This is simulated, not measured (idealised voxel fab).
Process module in this document: voxel wiring stack
Cross-sectional view cut (width: 260 nm; square cell size: 5 nm).
This document writes a cross-section as a grid whose cells are square, and gives it as bands, listed from the top down; one or more rows of cells form a band. First you get the band's top height and its bottom height, in nm, and then the materials it's made of, left to right, with each width in nm. If you see a single material with "throughout", that one covers the band edge to edge. "air" is empty space. Convention: height 0 is the level below which the wafer, as received, is all one material. The lowest band does not terminate at the bottom but continues downward, represented as "0 nm and below". A width such as "30 to 40" changes by the same amount from each row of cells to the next, from the band's top row to its bottom row. Basically "nothing changed" means that step didn't change any cell in the cross-section. Basically, "Enclosed empty spaces" tells you about the enclosed voids: empty spaces with no open way to the top, 8 cells or bigger, each written width x height at distance, where distance is from the left edge, all in nm. Anything after a step's settings on that line? It's the simulator's own note about the step. The optional step-line setting "overlay nm" applies to steps with a mask and quantifies how far to the right of its planned location the mask lay, a negative value indicating leftward placement.
# The steps planned for the process are as follows
1 RECEIVE, material Si
2 CONFORMAL_DEP, material SiO2, thk nm 15
3 DIRECTIONAL_DEP, material TiN, thk nm 5
4 DIRECTIONAL_DEP, material W, thk nm 20
5 PATTERN, tone cover, mask id METAL_1, material resist, width nm 20, pitch nm 45, thk nm 15, overlay nm 0
6 DIRECTIONAL_ETCH, etch materials W, depth nm 20
7 DIRECTIONAL_ETCH, etch materials TiN, depth nm 5
8 STRIP, etch materials resist
9 FILL_DEP, material SiO2, thk nm 10
10 CMP, height nm 40
11 CONFORMAL_DEP, material SiCN, thk nm 5
12 DIRECTIONAL_DEP, material lowk, thk nm 30
13 DIRECTIONAL_DEP, material aC, thk nm 10
14 PATTERN, tone open, mask id METAL_2_HOLES, material resist, width nm 15, pitch nm 90, thk nm 30, overlay nm 0
15 DIRECTIONAL_ETCH, etch materials aC, depth nm 10
16 STRIP, etch materials resist
17 DIRECTIONAL_ETCH, etch materials lowk, depth nm 30
18 STRIP, etch materials aC
19 PATTERN, tone open, mask id METAL_2, material resist, width nm 20, pitch nm 45, thk nm 15, overlay nm 0
20 DIRECTIONAL_ETCH, etch materials lowk, depth nm 20
21 DIRECTIONAL_ETCH, etch materials SiCN, depth nm 5
22 STRIP, etch materials resist
23 CONFORMAL_DEP, material TiN, thk nm 5
24 FILL_DEP, material Ru, thk nm 5
25 CMP, height nm 75
26 CONFORMAL_DEP, material SiCN, thk nm 5
27 DIRECTIONAL_DEP, material lowk, thk nm 10
28 DIRECTIONAL_DEP, material aC, thk nm 15
29 PATTERN, tone open, mask id PLUG_2, material resist, width nm 15, pitch nm 45, thk nm 30, overlay nm 0
30 DIRECTIONAL_ETCH, etch materials aC, depth nm 15
31 STRIP, etch materials resist
32 DIRECTIONAL_ETCH, etch materials lowk, depth nm 10
33 DIRECTIONAL_ETCH, etch materials SiCN, depth nm 5
34 STRIP, etch materials aC
35 CONFORMAL_DEP, material TiN, thk nm 5
36 FILL_DEP, material Ru, thk nm 10
37 CMP, height nm 90
38 DIRECTIONAL_DEP, material TiN, thk nm 5
39 DIRECTIONAL_DEP, material W, thk nm 15
40 PATTERN, tone cover, mask id METAL_3, material resist, width nm 20, pitch nm 45, thk nm 15, overlay nm 0
41 DIRECTIONAL_ETCH, etch materials W, depth nm 15
42 DIRECTIONAL_ETCH, etch materials TiN, depth nm 5
43 STRIP, etch materials resist
44 FILL_DEP, material lowk, thk nm 5
45 CMP, height nm 110
46 CONFORMAL_DEP, material SiN, thk nm 5
# Step 1 complete: cross-section of the wafer as received
* 0 nm and below = Si throughout
* Enclosed empty spaces: none
# Below is the wafer in cross-section after the module was completed. It began from the starting point shown above and followed the plan shown above, except that one mistake was made while running it
* 115 nm to 110 nm = SiN throughout
* 110 nm to 95 nm = 50 nm lowk, then 20 nm W, then 25 nm lowk, then 20 nm W, then 25 nm lowk, then 20 nm W, then 25 nm lowk, then 20 nm W, then 55 nm lowk
* 95 nm to 90 nm = 50 nm lowk, then 20 nm TiN, then 25 nm lowk, then 20 nm TiN, then 25 nm lowk, then 20 nm TiN, then 25 nm lowk, then 20 nm TiN, then 55 nm lowk
* 90 nm to 85 nm = 55 nm TiN, then 5 nm Ru, then 40 nm TiN, then 5 nm Ru, then 40 nm TiN, then 5 nm Ru, then 40 nm TiN, then 5 nm Ru, then 65 nm TiN
* 85 nm to 75 nm = 50 nm lowk, then 5 nm TiN, then 5 nm Ru, then 5 nm TiN, then 30 nm lowk, then 5 nm TiN, then 5 nm Ru, then 5 nm TiN, then 30 nm lowk, then 5 nm TiN, then 5 nm Ru, then 5 nm TiN, then 30 nm lowk, then 5 nm TiN, then 5 nm Ru, then 5 nm TiN, then 60 nm lowk
* 75 nm to 70 nm = 50 nm SiCN, then 15 nm TiN, then 30 nm SiCN, then 15 nm TiN, then 30 nm SiCN, then 15 nm TiN, then 30 nm SiCN, then 15 nm TiN, then 60 nm SiCN
* 70 nm to 60 nm = 50 nm lowk, then 5 nm TiN, then 10 nm Ru, then 5 nm TiN, then 25 nm lowk, then 5 nm TiN, then 10 nm Ru, then 5 nm TiN, then 25 nm lowk, then 5 nm TiN, then 10 nm Ru, then 5 nm TiN, then 25 nm lowk, then 5 nm TiN, then 10 nm Ru, then 5 nm TiN, then 55 nm lowk
* 60 nm to 55 nm = 50 nm lowk, then 5 nm TiN, then 5 nm Ru, then 10 nm TiN, then 25 nm lowk, then 20 nm TiN, then 25 nm lowk, then 5 nm TiN, then 5 nm Ru, then 10 nm TiN, then 25 nm lowk, then 20 nm TiN, then 55 nm lowk
* 55 nm to 45 nm = 50 nm lowk, then 5 nm TiN, then 5 nm Ru, then 5 nm TiN, then 75 nm lowk, then 5 nm TiN, then 5 nm Ru, then 5 nm TiN, then 105 nm lowk
* 45 nm to 40 nm = 50 nm SiCN, then 15 nm TiN, then 75 nm SiCN, then 15 nm TiN, then 105 nm SiCN
* 40 nm to 20 nm = 50 nm SiO2, then 20 nm W, then 25 nm SiO2, then 20 nm W, then 25 nm SiO2, then 20 nm W, then 25 nm SiO2, then 20 nm W, then 55 nm SiO2
* 20 nm to 15 nm = 50 nm SiO2, then 20 nm TiN, then 25 nm SiO2, then 20 nm TiN, then 25 nm SiO2, then 20 nm TiN, then 25 nm SiO2, then 20 nm TiN, then 55 nm SiO2
* 15 nm to 0 nm = SiO2 throughout
* 0 nm and below = Si throughout
* Enclosed empty spaces: none
Which mistake was made when the wafer was run? off-plan run, step 25, actual operation and settings CMP, height nm 70
